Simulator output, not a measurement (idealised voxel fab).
Proc. module: voxel fin reveal
The cross-section shown here is cut; it is 245 nm wide and divided into square cells measuring 5 nm on a side.
Cross-sections here: square-cell grids, written as top-down lists of bands, a band being one or more rows of cells. What a band's entry tells you: where the top is and where the bottom is, as heights in nm, and after that what lies inside, material by material from left to right, each with its width in nm. Empty space is written as the word "air", and a single material marked with the word "all across" occupies the band from edge to edge. Heights are reckoned from 0. Under this level, the received wafer is all of one material. The bottommost band is open-ended downward, for example "0 down". So if you see something like "30 to 40" for the width, read it as the top row of the band sitting at the first number and the bottom row at the second, with every row in between moving by the same amount as the last. "left unchanged" after a step means that no cell of the cross-section changed. Each empty space that has no open way to the top and spans at least 8 cells appears under "Closed void entries" as width x height at distance, the distance counted from the left edge, all in nm. Post-settings text on a step line: simulator's own remark regarding the step. A step's line can hold "overlay nm"; with a mask on that step, the setting says how far right of the planned place the mask lay, while a negative setting says it lay to the left.
### These are the steps we planned for the process
1: RECEIVE [material Si]
2: CONFORMAL_DEP [material SiN] [thk nm 10]
3: DIRECTIONAL_DEP [material aC] [thk nm 15]
4: PATTERN [tone cover] [mask id FINS] [material resist] [width nm 15] [pitch nm 45] [thk nm 30] [overlay nm 0]
5: DIRECTIONAL_ETCH [etch materials aC] [depth nm 15]
6: STRIP [etch materials resist]
7: DIRECTIONAL_ETCH [etch materials SiN] [depth nm 10]
8: DIRECTIONAL_ETCH [etch materials Si] [depth nm 30]
9: STRIP [etch materials aC]
10: FILL_DEP [material SiO2] [thk nm 10]
11: CMP [height nm 10]
12: SELECTIVE_ETCH [etch materials SiO2] [depth nm 20]
13: STRIP [etch materials SiN]
14: CONFORMAL_DEP [material SiO2] [thk nm 5]
### So this is the incoming wafer in cross-section - it's already been through step 1
    0 down: Si all across
    Closed void entries: none
### The plan above was carried out on the starting structure above with one mistake, and this cross-section shows the wafer at the end of the module
    5 to 0: air 85 / SiO2 30 / air 15 / SiO2 30 / air 85
    0 to -5: air 85 / SiO2 5 / Si 20 / SiO2 5 / air 15 / SiO2 5 / Si 20 / SiO2 5 / air 85
    -5 to -30: SiO2 90 / Si 20 / SiO2 25 / Si 20 / SiO2 90
    -30 down: Si all across
    Closed void entries: none
Where did the run depart from the plan? step 4 was processed under conditions differing from the plan, specifically as PATTERN [tone cover] [mask id FINS] [material resist] [width nm 20] [pitch nm 45] [thk nm 30] [overlay nm 0]
